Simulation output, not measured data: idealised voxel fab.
The name of this process module is voxel air gaps.
Cross-section cut spans 265 nm and uses square cells 5 nm in size.
Reading order for cross-sections: top band down to bottom band. Underlying form: a grid of square cells. Band size: one or more rows of cells. Top, bottom (nm), then materials left to right with widths (nm); lone material tagged "all across" fills the whole band edge to edge; "blank" = empty space. Height datum 0, below which the as-received substrate wafer is one material. Lowest band open at the bottom, running downward: "0 and below". The notation "30..40" denotes a width that varies across the rows of cells in the band, beginning at the first number in the top row, finishing at the second number in the bottom row, and changing by an identical amount from each row to the next. When a step is marked "remains unaltered", none of the cells in the cross-section changed during that step. Heads up: "Sealed voids" only lists the empty pockets with no open path to the top that are 8 cells or more, and it writes them as width x height at distance, distance from the left edge, in nm. Text after the settings on a step's line: the simulator's own remark on that step. The "overlay nm" setting may appear on a step's line; for a step that uses a mask, it gives how far to the right of its planned position the mask lay, and a negative value indicates the left.

The process steps that were planned are listed below:
1. RECEIVE, material Si
2. CONFORMAL_DEP, material SiO2, thk nm 10
3. CONFORMAL_DEP, material SiN, thk nm 5
4. DIRECTIONAL_DEP, material lowk, thk nm 30
5. PATTERN, tone open, mask id LINES, material resist, width nm 25, pitch nm 50, thk nm 15, overlay nm 0
6. DIRECTIONAL_ETCH, etch materials lowk, depth nm 30
7. STRIP, etch materials resist
8. CONFORMAL_DEP, material TiN, thk nm 5
9. FILL_DEP, material Ru, thk nm 10
10. CMP, height nm 45
11. EPI, material Ru, thk nm 10
12. SELECTIVE_ETCH, etch materials lowk, depth nm 40
13. CONFORMAL_DEP, material SiCN, thk nm 5

Cross-section of the wafer at receipt, which is the condition after step 1:
  0 and below = Si all across
  Sealed voids: none

Starting structure and process plan are as shown above, but one mistake was made in running the module; the wafer cross-section at the end of the module follows:
  75 down to 70 = SiCN all across
  70 down to 50 = Ru all across
  50 down to 45 = TiN: 50 | Ru: 15 | TiN: 35 | Ru: 15 | TiN: 35 | Ru: 15 | TiN: 35 | Ru: 15 | TiN: 50
  45 down to 20 = lowk: 45 | TiN: 5 | Ru: 15 | TiN: 5 | lowk: 25 | TiN: 5 | Ru: 15 | TiN: 5 | lowk: 25 | TiN: 5 | Ru: 15 | TiN: 5 | lowk: 25 | TiN: 5 | Ru: 15 | TiN: 5 | lowk: 45
  20 down to 15 = lowk: 45 | TiN: 25 | lowk: 25 | TiN: 25 | lowk: 25 | TiN: 25 | lowk: 25 | TiN: 25 | lowk: 45
  15 down to 10 = SiN all across
  10 down to 0 = SiO2 all across
  0 and below = Si all across
  Sealed voids: none
So what did we get wrong on this run? plan step 10: skipped, not run
